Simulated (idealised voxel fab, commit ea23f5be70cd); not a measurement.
process module | voxel local oxidation
Each square cell in cross-section cut measures 5 nm, and the section as a whole is 205 nm wide.
In what follows, cross-sections appear as grids of square cells, described through bands that run from the top down, where every band is one or more rows of cells.
The band entry comprises the height of the band's top followed by the height of its bottom, expressed in nm, and subsequently the band's materials from left to right, each stated together with its width in nm. Where a single material is marked with the word "everywhere", that material fills the band from edge to edge. The word "air" represents empty space.
It should be noted that heights are counted from 0, beneath which the wafer as supplied is of one material throughout, and that the lowest band possesses no lower boundary but continues downward, as written in "from 0 down".
A width such as "30 to 40" changes by the same amount from each row of cells to the next, from the band's top row to its bottom row.
Key: "stayed the same" - step with no changed cell in the cross-section.
Closed-off voids of 8+ cells (no open route to the top) go in "Closed void inventory", written width x height at distance from the left edge, in nm.
If you see something after the settings on a step's line, that's the simulator's own remark about that step.
The optional step-line setting "overlay nm" applies to steps with a mask and quantifies how far to the right of its planned location the mask lay, a negative value indicating leftward placement.
### plan
1. RECEIVE: material Si
2. OXIDIZE: depth nm 5
3. CONFORMAL_DEP: material SiN, thk nm 10
4. MASKED_ETCH: tone cover, mask id ACTIVE, width nm 100, etch materials SiN, depth nm 10, overlay nm -15
5. SELECTIVE_ETCH: etch materials SiO2, depth nm 5
6. OXIDIZE: depth nm 10
7. STRIP: etch materials SiN
Same starting wafers, different overlay nm at step 4. Plan value belongs to the first wafer.
### First wafer of several, as received: cross-section after step 1
- from 0 down  Si everywhere
- Closed void inventory: none
### Module finished, last step 7 done: cross-section of the first of several wafers
- from 0 to -5  air (40), then SiO2 (90), then air (75)
- from -5 to -15  SiO2 (50), then Si (70), then SiO2 (85)
- from -15 down  Si everywhere
- Closed void inventory: none
### Showing the last wafer in cross-section at the end of the module
- from 0 to -5  air (70), then SiO2 (90), then air (45)
- from -5 to -15  SiO2 (80), then Si (70), then SiO2 (55)
- from -15 down  Si everywhere
- Closed void inventory: none
### The table below has one row for each wafer; a row shows, as of the end of the module, how many cells of each material the wafer has gained, marked (+), or lost, marked (-), since it was received, and then the wafer's closed voids
overlay nm -15 | -95 Si | +72 SiO2 | Closed void inventory: none
overlay nm -10 | -95 Si | +72 SiO2 | Closed void inventory: none
overlay nm -5 | -95 Si | +72 SiO2 | Closed void inventory: none
overlay nm 0 | -95 Si | +72 SiO2 | Closed void inventory: none
overlay nm 5 | -95 Si | +72 SiO2 | Closed void inventory: none
overlay nm 10 | -95 Si | +72 SiO2 | Closed void inventory: none
overlay nm 15 | -95 Si | +72 SiO2 | Closed void inventory: none
